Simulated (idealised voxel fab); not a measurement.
Documented hereafter: the process module known as voxel self aligned vias.
In the cross-section labelled cut, the width is 185 nm and each square cell is 5 nm.
The cross-sections in this document take the form of a grid made of square cells. They are written out as bands, in order from top to bottom. Each band consists of one or more rows of cells.
Band: top and bottom heights (nm) first, top before bottom; then materials from left to right, widths in nm. "edge to edge" marks a sole material filling the band edge to edge. "empty" denotes empty space.
Beneath 0, the wafer as received is one material, and that level is where height counting begins. The lowest band goes on downward without a bottom; it is written like "top 0, no bottom".
The expression "30->40" gives the width at the extremes of the band, the first number at its top row of cells and the second at its bottom row, with the width changing by equal amounts from each row to the next in between.
"remained the same" after a step means that no cell of the cross-section changed.
"Tabulated closed voids" lists enclosed empty spaces (at least 8 cells, no open path upward to the top), each as width x height at distance from the left edge, in nm.
Note: text after step settings on the step line = simulator remark on that step.
Each step line may optionally specify "overlay nm", which for a step with a mask gives the rightward distance between the mask's planned place and where it lay, a negative value indicating the leftward direction.
Process steps foreseen in the plan
- 1: RECEIVE [material Si]
- 2: CONFORMAL_DEP [material SiO2] [thk nm 10]
- 3: CONFORMAL_DEP [material SiCN] [thk nm 5]
- 4: DIRECTIONAL_DEP [material SiO2] [thk nm 25]
- 5: PATTERN [tone open] [mask id LINES] [material resist] [width nm 25] [pitch nm 55] [thk nm 20] [overlay nm 0]
- 6: DIRECTIONAL_ETCH [etch materials SiO2] [depth nm 25]
- 7: STRIP [etch materials resist]
- 8: CONFORMAL_DEP [material TiN] [thk nm 5]
- 9: FILL_DEP [material Ru] [thk nm 5]
- 10: CMP [height nm 40]
- 11: SELECTIVE_ETCH [etch materials W Ru TiN] [depth nm 5]
- 12: FILL_DEP [material SiN] [thk nm 5]
- 13: CMP [height nm 40]
- 14: DIRECTIONAL_DEP [material SiO2] [thk nm 15]
- 15: DIRECTIONAL_DEP [material aC] [thk nm 10]
- 16: PATTERN [tone open] [mask id VIAS] [material resist] [width nm 35] [thk nm 30] [overlay nm 0]
- 17: DIRECTIONAL_ETCH [etch materials aC] [depth nm 10]
- 18: STRIP [etch materials resist]
- 19: DIRECTIONAL_ETCH [etch materials SiO2] [depth nm 15]
- 20: DIRECTIONAL_ETCH [etch materials SiN] [depth nm 5]
- 21: STRIP [etch materials aC]
- 22: CONFORMAL_DEP [material TiN] [thk nm 5]
- 23: FILL_DEP [material Cu] [thk nm 5]
- 24: CMP [height nm 55]
- 25: CONFORMAL_DEP [material SiN] [thk nm 5]
First wafer of two (run as planned)
Wafer as received: cross-section following step 1
  top 0, no bottom = Si edge to edge
  Tabulated closed voids: none
Cross-section of the wafer subsequent to step 2
  top 10, bottom 0 = SiO2 edge to edge
  Beneath the level 0, the cross-section is identical to its previous state.
Cross-section of the wafer subsequent to step 3
  top 15, bottom 10 = SiCN edge to edge
  Beneath the level 10, the cross-section is identical to its previous state.
Cross-section of the wafer subsequent to step 4
  top 40, bottom 15 = SiO2 edge to edge
  Beneath the level 15, the cross-section is identical to its previous state.
Cross-section of the wafer subsequent to step 5
  top 60, bottom 40 = resist 50, empty 25, resist 30, empty 25, resist 55
  Beneath the level 40, the cross-section is identical to its previous state.
Cross-section of the wafer subsequent to step 6
  top 60, bottom 40 = resist 50, empty 25, resist 30, empty 25, resist 55
  top 40, bottom 15 = SiO2 50, empty 25, SiO2 30, empty 25, SiO2 55
  Beneath the level 15, the cross-section is identical to its previous state.
Cross-section of the wafer subsequent to step 7
  top 40, bottom 15 = SiO2 50, empty 25, SiO2 30, empty 25, SiO2 55
  Beneath the level 15, the cross-section is identical to its previous state.
Cross-section of the wafer subsequent to step 8
  top 45, bottom 40 = TiN 55, empty 15, TiN 40, empty 15, TiN 60
  top 40, bottom 20 = SiO2 50, TiN 5, empty 15, TiN 5, SiO2 30, TiN 5, empty 15, TiN 5, SiO2 55
  top 20, bottom 15 = SiO2 50, TiN 25, SiO2 30, TiN 25, SiO2 55
  Beneath the level 15, the cross-section is identical to its previous state.
Cross-section of the wafer subsequent to step 9
  top 50, bottom 45 = Ru edge to edge
  top 45, bottom 40 = TiN 55, Ru 15, TiN 40, Ru 15, TiN 60
  top 40, bottom 20 = SiO2 50, TiN 5, Ru 15, TiN 5, SiO2 30, TiN 5, Ru 15, TiN 5, SiO2 55
  Beneath the level 20, the cross-section is identical to its previous state.
Cross-section of the wafer subsequent to step 10
  top 40, bottom 20 = SiO2 50, TiN 5, Ru 15, TiN 5, SiO2 30, TiN 5, Ru 15, TiN 5, SiO2 55
  Beneath the level 20, the cross-section is identical to its previous state.
Cross-section of the wafer subsequent to step 11
  top 40, bottom 35 = SiO2 50, empty 25, SiO2 30, empty 25, SiO2 55
  Beneath the level 35, the cross-section is identical to its previous state.
Cross-section of the wafer subsequent to step 12
  top 45, bottom 40 = SiN edge to edge
  top 40, bottom 35 = SiO2 50, SiN 25, SiO2 30, SiN 25, SiO2 55
  Beneath the level 35, the cross-section is identical to its previous state.
Cross-section of the wafer subsequent to step 13
  top 40, bottom 35 = SiO2 50, SiN 25, SiO2 30, SiN 25, SiO2 55
  Beneath the level 35, the cross-section is identical to its previous state.
Cross-section of the wafer subsequent to step 14
  top 55, bottom 40 = SiO2 edge to edge
  Beneath the level 40, the cross-section is identical to its previous state.
Cross-section of the wafer subsequent to step 15
  top 65, bottom 55 = aC edge to edge
  Beneath the level 55, the cross-section is identical to its previous state.
Cross-section of the wafer subsequent to step 16
  top 95, bottom 65 = resist 45, empty 35, resist 105
  Beneath the level 65, the cross-section is identical to its previous state.
Cross-section of the wafer subsequent to step 17
  top 85, bottom 65 = resist 45, empty 35, resist 105
  top 65, bottom 55 = aC 45, empty 35, aC 105
  Beneath the level 55, the cross-section is identical to its previous state.
Cross-section of the wafer subsequent to step 18
  top 65, bottom 55 = aC 45, empty 35, aC 105
  Beneath the level 55, the cross-section is identical to its previous state.
Cross-section of the wafer subsequent to step 19
  top 65, bottom 55 = aC 45, empty 35, aC 105
  top 55, bottom 40 = SiO2 45, empty 35, SiO2 105
  Beneath the level 40, the cross-section is identical to its previous state.
Cross-section of the wafer subsequent to step 20
  top 65, bottom 55 = aC 45, empty 35, aC 105
  top 55, bottom 40 = SiO2 45, empty 35, SiO2 105
  top 40, bottom 35 = SiO2 50, empty 25, SiO2 30, SiN 25, SiO2 55
  Beneath the level 35, the cross-section is identical to its previous state.
Cross-section of the wafer subsequent to step 21
  top 55, bottom 40 = SiO2 45, empty 35, SiO2 105
  Beneath the level 40, the cross-section is identical to its previous state.
Cross-section of the wafer subsequent to step 22
  top 60, bottom 55 = TiN 50, empty 25, TiN 110
  top 55, bottom 45 = SiO2 45, TiN 5, empty 25, TiN 5, SiO2 105
  top 45, bottom 40 = SiO2 45, TiN 10, empty 15, TiN 10, SiO2 105
  top 40, bottom 35 = SiO2 50, TiN 25, SiO2 30, SiN 25, SiO2 55
  Beneath the level 35, the cross-section is identical to its previous state.
Cross-section of the wafer subsequent to step 23
  top 65, bottom 60 = Cu edge to edge
  top 60, bottom 55 = TiN 50, Cu 25, TiN 110
  top 55, bottom 45 = SiO2 45, TiN 5, Cu 25, TiN 5, SiO2 105
  top 45, bottom 40 = SiO2 45, TiN 10, Cu 15, TiN 10, SiO2 105
  Beneath the level 40, the cross-section is identical to its previous state.
Cross-section of the wafer subsequent to step 24
  top 55, bottom 45 = SiO2 45, TiN 5, Cu 25, TiN 5, SiO2 105
  Beneath the level 45, the cross-section is identical to its previous state.
Cross-section of the wafer subsequent to step 25
  top 60, bottom 55 = SiN edge to edge
  Beneath the level 55, the cross-section is identical to its previous state.
Notes, second wafer: start = first wafer's, plan = first wafer's, execution had one mistake; history identical to first through step 18
Cross-section of the second wafer corresponding to the planned conclusion of step 19
  top 65, bottom 55 = aC 45, empty 35, aC 105
  top 55, bottom 40 = SiO2 45, empty 35, SiO2 105
  top 40, bottom 35 = SiO2 45, empty 5, SiN 25, empty 5, SiO2 25, SiN 25, SiO2 55
  top 35, bottom 25 = SiO2 45, empty 5, TiN 5, Ru 15, TiN 5, empty 5, SiO2 25, TiN 5, Ru 15, TiN 5, SiO2 55
  Beneath the level 25, the cross-section is identical to its previous state.
Cross-section of the second wafer corresponding to the planned conclusion of step 20
  top 65, bottom 55 = aC 45, empty 35, aC 105
  top 55, bottom 40 = SiO2 45, empty 35, SiO2 105
  top 40, bottom 35 = SiO2 45, empty 35, SiO2 25, SiN 25, SiO2 55
  Beneath the level 35, the cross-section is identical to its previous state.
Cross-section of the second wafer corresponding to the planned conclusion of step 21
  top 55, bottom 40 = SiO2 45, empty 35, SiO2 105
  Beneath the level 40, the cross-section is identical to its previous state.
Cross-section of the second wafer corresponding to the planned conclusion of step 22
  top 60, bottom 55 = TiN 50, empty 25, TiN 110
  top 55, bottom 40 = SiO2 45, TiN 5, empty 25, TiN 5, SiO2 105
  top 40, bottom 35 = SiO2 45, TiN 35, SiO2 25, SiN 25, SiO2 55
  top 35, bottom 25 = SiO2 45, TiN 10, Ru 15, TiN 10, SiO2 25, TiN 5, Ru 15, TiN 5, SiO2 55
  Beneath the level 25, the cross-section is identical to its previous state.
Cross-section of the second wafer corresponding to the planned conclusion of step 23
  top 65, bottom 60 = Cu edge to edge
  top 60, bottom 55 = TiN 50, Cu 25, TiN 110
  top 55, bottom 40 = SiO2 45, TiN 5, Cu 25, TiN 5, SiO2 105
  Beneath the level 40, the cross-section is identical to its previous state.
Cross-section of the second wafer corresponding to the planned conclusion of step 24
  top 55, bottom 40 = SiO2 45, TiN 5, Cu 25, TiN 5, SiO2 105
  Beneath the level 40, the cross-section is identical to its previous state.
Cross-section of the second wafer corresponding to the planned conclusion of step 25
  top 60, bottom 55 = SiN edge to edge
  Beneath the level 55, the cross-section is identical to its previous state.
Heads up, the wafer didn't run the way we planned it: heads up, step 19 of the plan got done twice
The second wafer ends with more or fewer cells of some materials than the first, per final count: Cu: 2 more | SiO2: 6 fewer | TiN: 4 more
